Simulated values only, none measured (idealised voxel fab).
Process module name: voxel capacitor over wiring
Section shown: cut. Width: 190 nm. Cell size: 5 nm, square.
In this document a cross-section is written as a grid of square cells. It is given as a series of bands, listed from the top down, and a band is one or more rows of cells.
Per band: top height and bottom height in nm, followed by the left-to-right materials and their widths in nm; "throughout" marks a single material spanning edge to edge, "blank" marks empty space.
A quick word on heights: they are counted from 0, and under that level the wafer as it came to us is one material throughout. The lowest band is different from the rest in having no bottom; it simply continues downward, written as in "z 0 and below".
The notation "30->40" denotes a width that varies across the rows of cells in the band, beginning at the first number in the top row, finishing at the second number in the bottom row, and changing by an identical amount from each row to the next.
Given "nothing was modified" for a step, no cell of the cross-section differs between before and after that step.
Voids not open to the top, 8 cells minimum: see "Sealed void listing". Written width x height at distance; distance is from the left edge; nm.
after a step's settings: what the simulator itself notes on the step
You can add "overlay nm" to a step's line. For a step with a mask, it describes how far the mask lay to the right of its planned position, and a negative number describes a lay to the left.

THE PLANNED PROCESS STEPS ARE ENUMERATED HEREUNDER
1. RECEIVE [material Si]
2. CONFORMAL_DEP [material SiO2] [thk nm 10]
3. CONFORMAL_DEP [material SiN] [thk nm 5]
4. DIRECTIONAL_DEP [material lowk] [thk nm 25]
5. PATTERN [tone open] [mask id METAL_1] [material resist] [width nm 30] [pitch nm 80] [thk nm 20] [overlay nm 0]
6. DIRECTIONAL_ETCH [etch materials lowk] [depth nm 25]
7. DIRECTIONAL_ETCH [etch materials SiN] [depth nm 5]
8. STRIP [etch materials resist]
9. CONFORMAL_DEP [material TiN] [thk nm 5]
10. FILL_DEP [material Cu] [thk nm 5]
11. CMP [height nm 40]
12. CONFORMAL_DEP [material SiCN] [thk nm 5]
13. DIRECTIONAL_DEP [material lowk] [thk nm 10]
14. MASKED_ETCH [tone open] [mask id PLUG_1] [width nm 15] [etch materials lowk] [depth nm 10] [overlay nm 0]
15. MASKED_ETCH [tone open] [mask id PLUG_1] [width nm 15] [etch materials SiCN] [depth nm 5] [overlay nm 0]
16. CONFORMAL_DEP [material TiN] [thk nm 5]
17. FILL_DEP [material Ru] [thk nm 10]
18. CMP [height nm 55]
19. DIRECTIONAL_DEP [material TiN] [thk nm 5]
20. DIRECTIONAL_DEP [material SiN] [thk nm 5]
21. DIRECTIONAL_DEP [material TiN] [thk nm 10]
22. MASKED_ETCH [tone cover] [mask id UPPER_PLATE] [width nm 55] [etch materials TiN] [depth nm 10] [overlay nm 0]
23. MASKED_ETCH [tone cover] [mask id UPPER_PLATE] [width nm 55] [etch materials SiN] [depth nm 5] [overlay nm 0]
24. MASKED_ETCH [tone cover] [mask id LOWER_PLATE] [width nm 65] [etch materials TiN] [depth nm 5] [overlay nm 0]
25. FILL_DEP [material SiO2] [thk nm 15]
26. CMP [height nm 85]
27. MASKED_ETCH [tone open] [mask id PLUG_2] [width nm 15] [etch materials SiO2] [depth nm 10] [overlay nm 0]
28. CONFORMAL_DEP [material TiN] [thk nm 5]
29. FILL_DEP [material Ru] [thk nm 10]
30. CMP [height nm 85]
31. CONFORMAL_DEP [material SiN] [thk nm 5]

AS-RECEIVED WAFER CROSS-SECTION (AFTER STEP 1)
- z 0 and below | Si throughout
- Sealed void listing: none

CROSS-SECTION TAKEN AT MODULE COMPLETION ON THE FIRST OF TWO WAFERS; PROCESSED PER THE PLAN
- z 90 to 85 | SiN throughout
- z 85 to 80 | SiO2 65  TiN 5  Ru 5  TiN 5  SiO2 110
- z 80 to 75 | SiO2 65  TiN 15  SiO2 110
- z 75 to 65 | SiO2 55  TiN 55  SiO2 80
- z 65 to 60 | SiO2 55  SiN 55  SiO2 80
- z 60 to 55 | SiO2 50  TiN 65  SiO2 75
- z 55 to 45 | lowk 55  TiN 5  Ru 5  TiN 5  lowk 120
- z 45 to 40 | SiCN 55  TiN 15  SiCN 120
- z 40 to 15 | lowk 40  TiN 5  Cu 20  TiN 5  lowk 50  TiN 5  Cu 20  TiN 5  lowk 40
- z 15 to 10 | SiN 40  TiN 30  SiN 50  TiN 30  SiN 40
- z 10 to 0 | SiO2 throughout
- z 0 and below | Si throughout
- Sealed void listing: none

NOW THE SECOND WAFER, CROSS-SECTIONED AT THE END OF THE MODULE. NOTHING DIFFERENT AT THE START, NOTHING DIFFERENT IN THE PLAN COMPARED WITH THE FIRST, JUST ONE MISTAKE WHEN IT WAS ACTUALLY RUN
- z 90 to 85 | SiN throughout
- z 85 to 80 | SiO2 65  TiN 5  Ru 5  TiN 5  SiO2 110
- z 80 to 75 | SiO2 65  TiN 15  SiO2 110
- z 75 to 65 | SiO2 55  TiN 55  SiO2 80
- z 65 to 60 | SiO2 55  SiN 55  SiO2 80
- z 60 to 55 | SiO2 50  TiN 65  SiO2 75
- z 55 to 50 | Ru 50  TiN 5  lowk 15  TiN 5  Ru 115
- z 50 to 45 | TiN 55  lowk 15  TiN 120
- z 45 to 40 | SiCN throughout
- z 40 to 15 | lowk 40  TiN 5  Cu 20  TiN 5  lowk 50  TiN 5  Cu 20  TiN 5  lowk 40
- z 15 to 10 | SiN 40  TiN 30  SiN 50  TiN 30  SiN 40
- z 10 to 0 | SiO2 throughout
- z 0 and below | Si throughout
- Sealed void listing: none
The mistake made against the process plan was this: heads up, step 14 didn't go per plan, it actually ran as MASKED_ETCH [tone cover] [mask id PLUG_1] [width nm 15] [etch materials lowk] [depth nm 10] [overlay nm 0]
It is noted that, at the conclusion of processing, the second wafer exhibits a higher or lower cell count for certain materials relative to the first: Ru: 31 more | SiCN: 3 more | TiN: 30 more | lowk: 64 fewer
